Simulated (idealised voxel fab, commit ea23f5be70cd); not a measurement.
process module | voxel transistor to metal
cross-section cut | 280 nm wide | cells 5 nm
A cross-section is a grid of square cells, given in bands from the top down. A band is one or more rows of cells.
Each band's line starts with the height of the band's top and of its bottom, in nm. Then come its materials from left to right, each with its width in nm. One material with "throughout" fills the band from edge to edge. "air" is empty space.
Height 0 is the level under which the wafer as received is all one material. The lowest band goes on downwards, as in "0 down".
A width such as "30 to 40" changes by the same amount from each row of cells to the next, from the band's top row to its bottom row.
"no change" after a step means that no cell of the cross-section changed.
closed voids: empty space of 8 cells or more with no open way to the top, each as width x height at its distance from the left edge, in nm
after a step's settings: what the simulator itself notes on the step
overlay nm, on a step with a mask: how far to the right of its planned place the mask lay; to the left if negative
plan
1 op RECEIVE | material Si
2 op OXIDIZE | depth nm 5
3 op CONFORMAL_DEP | material SiN | thk nm 10
4 op MASKED_ETCH | tone cover | mask id ACTIVE | width nm 110 | pitch nm 140 | etch materials SiN | depth nm 10 | overlay nm 0
5 op MASKED_ETCH | tone cover | mask id ACTIVE | width nm 110 | pitch nm 140 | etch materials SiO2 | depth nm 5 | overlay nm 0
6 op MASKED_ETCH | tone cover | mask id ACTIVE | width nm 110 | pitch nm 140 | etch materials Si | depth nm 25 | overlay nm 0
7 op FILL_DEP | material SiO2 | thk nm 15
8 op CMP | height nm 10
9 op SELECTIVE_ETCH | etch materials SiO2 | depth nm 5
10 op STRIP | etch materials SiN
11 op SELECTIVE_ETCH | etch materials SiO2 | depth nm 5
12 op OXIDIZE | depth nm 5
13 op DIRECTIONAL_DEP | material polySi | thk nm 20
14 op DIRECTIONAL_DEP | material SiCN | thk nm 15
15 op DIRECTIONAL_DEP | material aC | thk nm 10
16 op PATTERN | tone cover | mask id GATE | material resist | width nm 30 | pitch nm 140 | thk nm 30 | overlay nm 0
17 op DIRECTIONAL_ETCH | etch materials aC | depth nm 10
18 op STRIP | etch materials resist
19 op DIRECTIONAL_ETCH | etch materials SiCN | depth nm 25
20 op DIRECTIONAL_ETCH | etch materials polySi | depth nm 30
21 op STRIP | etch materials aC
22 op CONFORMAL_DEP | material SiN | thk nm 10
23 op DIRECTIONAL_ETCH | etch materials SiN | depth nm 10
24 op DIRECTIONAL_ETCH | etch materials SiO2 | depth nm 5
25 op DIRECTIONAL_ETCH | etch materials Si | depth nm 5
26 op EPI | material pSi | thk nm 5
27 op FILL_DEP | material SiO2 | thk nm 5
28 op CMP | height nm 15
29 op STRIP | etch materials polySi
30 op SELECTIVE_ETCH | etch materials SiO2 | depth nm 5
31 op CONFORMAL_DEP | material HfO2 | thk nm 5
32 op CONFORMAL_DEP | material TiN | thk nm 5
33 op FILL_DEP | material W | thk nm 5
34 op CMP | height nm 10
35 op DIRECTIONAL_DEP | material SiO2 | thk nm 15
36 op DIRECTIONAL_DEP | material aC | thk nm 10
37 op PATTERN | tone open | mask id CONTACT | material resist | width nm 20 | thk nm 25 | overlay nm 0
38 op DIRECTIONAL_ETCH | etch materials aC | depth nm 10
39 op STRIP | etch materials resist
40 op DIRECTIONAL_ETCH | etch materials SiO2 | depth nm 35
41 op STRIP | etch materials aC
42 op CONFORMAL_DEP | material TiN | thk nm 5
43 op FILL_DEP | material W | thk nm 10
44 op CMP | height nm 25
45 op CONFORMAL_DEP | material SiN | thk nm 5
46 op DIRECTIONAL_DEP | material SiO2 | thk nm 20
47 op DIRECTIONAL_DEP | material aC | thk nm 15
48 op PATTERN | tone open | mask id METAL_1 | material resist | width nm 20 | thk nm 35 | overlay nm 0
49 op DIRECTIONAL_ETCH | etch materials aC | depth nm 15
50 op STRIP | etch materials resist
51 op DIRECTIONAL_ETCH | etch materials SiO2 | depth nm 20
52 op DIRECTIONAL_ETCH | etch materials SiN | depth nm 5
53 op STRIP | etch materials aC
54 op CONFORMAL_DEP | material TiN | thk nm 5
55 op FILL_DEP | material Cu | thk nm 5
56 op CMP | height nm 50
57 op EPI | material Ru | thk nm 5
58 op FILL_DEP | material SiCN | thk nm 5
59 op DIRECTIONAL_DEP | material lowk | thk nm 30
60 op MASKED_ETCH | tone open | mask id METAL_2_HOLES | width nm 15 | pitch nm 140 | etch materials lowk | depth nm 30 | overlay nm 0
61 op PATTERN | tone open | mask id METAL_2 | material resist | width nm 20 | pitch nm 140 | thk nm 15 | overlay nm 0
62 op DIRECTIONAL_ETCH | etch materials lowk | depth nm 15
63 op DIRECTIONAL_ETCH | etch materials SiCN | depth nm 5
64 op STRIP | etch materials resist
65 op CONFORMAL_DEP | material TiN | thk nm 5
66 op FILL_DEP | material Cu | thk nm 5
67 op CMP | height nm 90
68 op CONFORMAL_DEP | material SiCN | thk nm 5
as received, after step 1
  0 down: Si throughout
  closed voids: none
first wafer at the end, as planned
  95 to 90: SiCN throughout
  90 to 80: lowk 20 | TiN 5 | Cu 10 | TiN 5 | lowk 120 | TiN 5 | Cu 10 | TiN 5 | lowk 100
  80 to 75: lowk 20 | TiN 5 | Cu 5 | TiN 10 | lowk 120 | TiN 5 | Cu 5 | TiN 10 | lowk 100
  75 to 60: lowk 20 | TiN 5 | Cu 5 | TiN 5 | lowk 125 | TiN 5 | Cu 5 | TiN 5 | lowk 105
  60 to 55: SiCN 20 | TiN 15 | SiCN 125 | TiN 15 | SiCN 105
  55 to 50: SiCN 15 | Ru 30 | SiCN 50 | Ru 30 | SiCN 30 | Ru 30 | SiCN 50 | Ru 30 | SiCN 15
  50 to 30: SiO2 20 | TiN 5 | Cu 10 | TiN 5 | SiO2 60 | TiN 5 | Cu 10 | TiN 5 | SiO2 40 | TiN 5 | Cu 10 | TiN 5 | SiO2 60 | TiN 5 | Cu 10 | TiN 5 | SiO2 20
  30 to 25: SiN 20 | TiN 20 | SiN 60 | TiN 20 | SiN 40 | TiN 20 | SiN 60 | TiN 20 | SiN 20
  25 to 10: SiO2 20 | TiN 5 | W 10 | TiN 5 | SiO2 60 | TiN 5 | W 10 | TiN 5 | SiO2 40 | TiN 5 | W 10 | TiN 5 | SiO2 60 | TiN 5 | W 10 | TiN 5 | SiO2 20
  10 to 0: SiO2 20 | TiN 5 | W 10 | TiN 5 | SiO2 5 | SiN 10 | HfO2 5 | TiN 5 | W 10 | TiN 5 | HfO2 5 | SiN 10 | SiO2 5 | TiN 5 | W 10 | TiN 5 | SiO2 40 | TiN 5 | W 10 | TiN 5 | SiO2 5 | SiN 10 | HfO2 5 | TiN 5 | W 10 | TiN 5 | HfO2 5 | SiN 10 | SiO2 5 | TiN 5 | W 10 | TiN 5 | SiO2 20
  0 to -5: SiO2 10 | SiN 10 | TiN 10 | W 5 | TiN 5 | SiO2 5 | SiN 10 | HfO2 5 | TiN 20 | HfO2 5 | SiN 10 | SiO2 5 | TiN 5 | W 5 | TiN 10 | SiN 10 | SiO2 20 | SiN 10 | TiN 10 | W 5 | TiN 5 | SiO2 5 | SiN 10 | HfO2 5 | TiN 20 | HfO2 5 | SiN 10 | SiO2 5 | TiN 5 | W 5 | TiN 10 | SiN 10 | SiO2 10
  -5 to -10: SiO2 20 | pSi 5 | TiN 15 | pSi 5 | SiO2 5 | HfO2 40 | SiO2 5 | pSi 5 | TiN 15 | pSi 5 | SiO2 40 | pSi 5 | TiN 15 | pSi 5 | SiO2 5 | HfO2 40 | SiO2 5 | pSi 5 | TiN 15 | pSi 5 | SiO2 20
  -10 to -15: SiO2 15 | Si 5 | pSi 25 | Si 50 | pSi 25 | Si 5 | SiO2 30 | Si 5 | pSi 25 | Si 50 | pSi 25 | Si 5 | SiO2 15
  -15 to -30: SiO2 15 | Si 110 | SiO2 30 | Si 110 | SiO2 15
  -30 down: Si throughout
  closed voids: none
second wafer at the end: like start, like plan, one mistake
  95 to 90: SiCN throughout
  90 to 80: lowk 20 | TiN 5 | Cu 10 | TiN 5 | lowk 120 | TiN 5 | Cu 10 | TiN 5 | lowk 100
  80 to 75: lowk 20 | TiN 5 | Cu 5 | TiN 10 | lowk 120 | TiN 5 | Cu 5 | TiN 10 | lowk 100
  75 to 60: lowk 20 | TiN 5 | Cu 5 | TiN 5 | lowk 125 | TiN 5 | Cu 5 | TiN 5 | lowk 105
  60 to 55: SiCN 20 | TiN 15 | SiCN 125 | TiN 15 | SiCN 105
  55 to 50: SiCN 15 | Ru 30 | SiCN 50 | Ru 30 | SiCN 30 | Ru 30 | SiCN 50 | Ru 30 | SiCN 15
  50 to 30: SiO2 20 | TiN 5 | Cu 10 | TiN 5 | SiO2 60 | TiN 5 | Cu 10 | TiN 5 | SiO2 40 | TiN 5 | Cu 10 | TiN 5 | SiO2 60 | TiN 5 | Cu 10 | TiN 5 | SiO2 20
  30 to 25: SiN 20 | TiN 20 | SiN 60 | TiN 20 | SiN 40 | TiN 20 | SiN 60 | TiN 20 | SiN 20
  25 to 10: SiO2 20 | TiN 5 | W 10 | TiN 5 | SiO2 60 | TiN 5 | W 10 | TiN 5 | SiO2 40 | TiN 5 | W 10 | TiN 5 | SiO2 60 | TiN 5 | W 10 | TiN 5 | SiO2 20
  10 to 0: SiO2 20 | TiN 5 | W 10 | TiN 5 | SiO2 5 | SiN 10 | HfO2 5 | TiN 5 | W 10 | TiN 5 | HfO2 5 | SiN 10 | SiO2 5 | TiN 5 | W 10 | TiN 5 | SiO2 40 | TiN 5 | W 10 | TiN 5 | SiO2 5 | SiN 10 | HfO2 5 | TiN 5 | W 10 | TiN 5 | HfO2 5 | SiN 10 | SiO2 5 | TiN 5 | W 10 | TiN 5 | SiO2 20
  0 to -5: SiO2 10 | SiN 10 | TiN 10 | W 5 | TiN 5 | SiO2 5 | SiN 10 | HfO2 5 | TiN 20 | HfO2 5 | SiN 10 | SiO2 5 | TiN 5 | W 5 | TiN 10 | SiN 10 | SiO2 20 | SiN 10 | TiN 10 | W 5 | TiN 5 | SiO2 5 | SiN 10 | HfO2 5 | TiN 20 | HfO2 5 | SiN 10 | SiO2 5 | TiN 5 | W 5 | TiN 10 | SiN 10 | SiO2 10
  -5 to -10: SiO2 20 | pSi 5 | TiN 15 | pSi 5 | SiO2 5 | HfO2 40 | SiO2 5 | pSi 5 | TiN 15 | pSi 5 | SiO2 40 | pSi 5 | TiN 15 | pSi 5 | SiO2 5 | HfO2 40 | SiO2 5 | pSi 5 | TiN 15 | pSi 5 | SiO2 20
  -10 to -15: SiO2 15 | Si 5 | pSi 25 | Si 50 | pSi 25 | Si 5 | SiO2 30 | Si 5 | pSi 25 | Si 50 | pSi 25 | Si 5 | SiO2 15
  -15 to -55: SiO2 15 | Si 110 | SiO2 30 | Si 110 | SiO2 15
  -55 down: Si throughout
  closed voids: none
what went wrong: step 6 was run twice
at the end the second wafer has, in cells: 60 fewer of Si | 60 more of SiO2
